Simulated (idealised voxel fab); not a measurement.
process module | voxel quadruple lines
cross-section cut | 160 nm wide | cells 5 nm
A cross-section is a grid of square cells, given in bands from the top down. A band is one or more rows of cells.
Each band's line starts with the height of the band's top and of its bottom, in nm. Then come its materials from left to right, each with its width in nm. One material with "throughout" fills the band from edge to edge. "air" is empty space.
Height 0 is the level under which the wafer as received is all one material. The lowest band goes on downwards, as in "0 down".
A width such as "30 to 40" changes by the same amount from each row of cells to the next, from the band's top row to its bottom row.
"no change" after a step means that no cell of the cross-section changed.
closed voids: empty space of 8 cells or more with no open way to the top, each as width x height at its distance from the left edge, in nm
after a step's settings: what the simulator itself notes on the step
overlay nm, on a step with a mask: how far to the right of its planned place the mask lay; to the left if negative
plan
1 op RECEIVE | material Si
2 op CONFORMAL_DEP | material Al2O3 | thk nm 5
3 op DIRECTIONAL_DEP | material W | thk nm 10
4 op DIRECTIONAL_DEP | material polySi | thk nm 20
5 op DIRECTIONAL_DEP | material aC | thk nm 20
6 op PATTERN | tone cover | mask id MANDREL | material resist | width nm 20 | pitch nm 60 | thk nm 25 | overlay nm 0
7 op DIRECTIONAL_ETCH | etch materials aC | depth nm 20
8 op STRIP | etch materials resist
9 op CONFORMAL_DEP | material SiO2 | thk nm 10
10 op DIRECTIONAL_ETCH | etch materials SiO2 | depth nm 10
11 op STRIP | etch materials aC
12 op DIRECTIONAL_ETCH | etch materials polySi | depth nm 20
13 op STRIP | etch materials SiO2
14 op CONFORMAL_DEP | material SiN | thk nm 5
15 op DIRECTIONAL_ETCH | etch materials SiN | depth nm 5
16 op STRIP | etch materials polySi
17 op DIRECTIONAL_ETCH | etch materials W | depth nm 10
18 op STRIP | etch materials SiN
first wafer, as planned
as received, after step 1
  0 down: Si throughout
  closed voids: none
after step 2
  5 to 0: Al2O3 throughout
  below 0: unchanged
after step 3
  15 to 5: W throughout
  below 5: unchanged
after step 4
  35 to 15: polySi throughout
  below 15: unchanged
after step 5
  55 to 35: aC throughout
  below 35: unchanged
after step 6
  80 to 55: air 40 | resist 20 | air 40 | resist 20 | air 40
  below 55: unchanged
after step 7
  60 to 55: air 40 | resist 20 | air 40 | resist 20 | air 40
  55 to 35: air 40 | aC 20 | air 40 | aC 20 | air 40
  below 35: unchanged
after step 8
  55 to 35: air 40 | aC 20 | air 40 | aC 20 | air 40
  below 35: unchanged
after step 9
  65 to 55: air 30 | SiO2 40 | air 20 | SiO2 40 | air 30
  55 to 45: air 30 | SiO2 10 | aC 20 | SiO2 10 | air 20 | SiO2 10 | aC 20 | SiO2 10 | air 30
  45 to 35: SiO2 40 | aC 20 | SiO2 40 | aC 20 | SiO2 40
  below 35: unchanged
after step 10
  55 to 35: air 30 | SiO2 10 | aC 20 | SiO2 10 | air 20 | SiO2 10 | aC 20 | SiO2 10 | air 30
  below 35: unchanged
after step 11
  55 to 35: air 30 | SiO2 10 | air 20 | SiO2 10 | air 20 | SiO2 10 | air 20 | SiO2 10 | air 30
  below 35: unchanged
after step 12
  55 to 35: air 30 | SiO2 10 | air 20 | SiO2 10 | air 20 | SiO2 10 | air 20 | SiO2 10 | air 30
  35 to 15: air 30 | polySi 10 | air 20 | polySi 10 | air 20 | polySi 10 | air 20 | polySi 10 | air 30
  below 15: unchanged
after step 13
  35 to 15: air 30 | polySi 10 | air 20 | polySi 10 | air 20 | polySi 10 | air 20 | polySi 10 | air 30
  below 15: unchanged
after step 14
  40 to 35: air 25 | SiN 20 | air 10 | SiN 20 | air 10 | SiN 20 | air 10 | SiN 20 | air 25
  35 to 20: air 25 | SiN 5 | polySi 10 | SiN 5 | air 10 | SiN 5 | polySi 10 | SiN 5 | air 10 | SiN 5 | polySi 10 | SiN 5 | air 10 | SiN 5 | polySi 10 | SiN 5 | air 25
  20 to 15: SiN 30 | polySi 10 | SiN 20 | polySi 10 | SiN 20 | polySi 10 | SiN 20 | polySi 10 | SiN 30
  below 15: unchanged
after step 15
  35 to 15: air 25 | SiN 5 | polySi 10 | SiN 5 | air 10 | SiN 5 | polySi 10 | SiN 5 | air 10 | SiN 5 | polySi 10 | SiN 5 | air 10 | SiN 5 | polySi 10 | SiN 5 | air 25
  below 15: unchanged
after step 16
  35 to 15: air 25 | SiN 5 | air 10 | SiN 5 | air 10 | SiN 5 | air 10 | SiN 5 | air 10 | SiN 5 | air 10 | SiN 5 | air 10 | SiN 5 | air 10 | SiN 5 | air 25
  below 15: unchanged
after step 17
  35 to 15: air 25 | SiN 5 | air 10 | SiN 5 | air 10 | SiN 5 | air 10 | SiN 5 | air 10 | SiN 5 | air 10 | SiN 5 | air 10 | SiN 5 | air 10 | SiN 5 | air 25
  15 to 5: air 25 | W 5 | air 10 | W 5 | air 10 | W 5 | air 10 | W 5 | air 10 | W 5 | air 10 | W 5 | air 10 | W 5 | air 10 | W 5 | air 25
  below 5: unchanged
after step 18
  15 to 5: air 25 | W 5 | air 10 | W 5 | air 10 | W 5 | air 10 | W 5 | air 10 | W 5 | air 10 | W 5 | air 10 | W 5 | air 10 | W 5 | air 25
  below 5: unchanged
second wafer: like start, like plan, one mistake. Through step 5 it matches the first wafer
when step 6 should have ended
  80 to 55: air 35 | resist 20 | air 40 | resist 20 | air 45
  below 55: unchanged
when step 7 should have ended
  60 to 55: air 35 | resist 20 | air 40 | resist 20 | air 45
  55 to 35: air 35 | aC 20 | air 40 | aC 20 | air 45
  below 35: unchanged
when step 8 should have ended
  55 to 35: air 35 | aC 20 | air 40 | aC 20 | air 45
  below 35: unchanged
when step 9 should have ended
  65 to 55: air 25 | SiO2 40 | air 20 | SiO2 40 | air 35
  55 to 45: air 25 | SiO2 10 | aC 20 | SiO2 10 | air 20 | SiO2 10 | aC 20 | SiO2 10 | air 35
  45 to 35: SiO2 35 | aC 20 | SiO2 40 | aC 20 | SiO2 45
  below 35: unchanged
when step 10 should have ended
  55 to 35: air 25 | SiO2 10 | aC 20 | SiO2 10 | air 20 | SiO2 10 | aC 20 | SiO2 10 | air 35
  below 35: unchanged
when step 11 should have ended
  55 to 35: air 25 | SiO2 10 | air 20 | SiO2 10 | air 20 | SiO2 10 | air 20 | SiO2 10 | air 35
  below 35: unchanged
when step 12 should have ended
  55 to 35: air 25 | SiO2 10 | air 20 | SiO2 10 | air 20 | SiO2 10 | air 20 | SiO2 10 | air 35
  35 to 15: air 25 | polySi 10 | air 20 | polySi 10 | air 20 | polySi 10 | air 20 | polySi 10 | air 35
  below 15: unchanged
when step 13 should have ended
  35 to 15: air 25 | polySi 10 | air 20 | polySi 10 | air 20 | polySi 10 | air 20 | polySi 10 | air 35
  below 15: unchanged
when step 14 should have ended
  40 to 35: air 20 | SiN 20 | air 10 | SiN 20 | air 10 | SiN 20 | air 10 | SiN 20 | air 30
  35 to 20: air 20 | SiN 5 | polySi 10 | SiN 5 | air 10 | SiN 5 | polySi 10 | SiN 5 | air 10 | SiN 5 | polySi 10 | SiN 5 | air 10 | SiN 5 | polySi 10 | SiN 5 | air 30
  20 to 15: SiN 25 | polySi 10 | SiN 20 | polySi 10 | SiN 20 | polySi 10 | SiN 20 | polySi 10 | SiN 35
  below 15: unchanged
when step 15 should have ended
  35 to 15: air 20 | SiN 5 | polySi 10 | SiN 5 | air 10 | SiN 5 | polySi 10 | SiN 5 | air 10 | SiN 5 | polySi 10 | SiN 5 | air 10 | SiN 5 | polySi 10 | SiN 5 | air 30
  below 15: unchanged
when step 16 should have ended
  35 to 15: air 20 | SiN 5 | air 10 | SiN 5 | air 10 | SiN 5 | air 10 | SiN 5 | air 10 | SiN 5 | air 10 | SiN 5 | air 10 | SiN 5 | air 10 | SiN 5 | air 30
  below 15: unchanged
when step 17 should have ended
  35 to 15: air 20 | SiN 5 | air 10 | SiN 5 | air 10 | SiN 5 | air 10 | SiN 5 | air 10 | SiN 5 | air 10 | SiN 5 | air 10 | SiN 5 | air 10 | SiN 5 | air 30
  15 to 5: air 20 | W 5 | air 10 | W 5 | air 10 | W 5 | air 10 | W 5 | air 10 | W 5 | air 10 | W 5 | air 10 | W 5 | air 10 | W 5 | air 30
  below 5: unchanged
when step 18 should have ended
  15 to 5: air 20 | W 5 | air 10 | W 5 | air 10 | W 5 | air 10 | W 5 | air 10 | W 5 | air 10 | W 5 | air 10 | W 5 | air 10 | W 5 | air 30
  below 5: unchanged
what went wrong: step 6 ran as: op PATTERN | tone cover | mask id MANDREL | material resist | width nm 20 | pitch nm 60 | thk nm 25 | overlay nm -5
at the end the second wafer has, in cells: as many of each material as the first, in other places
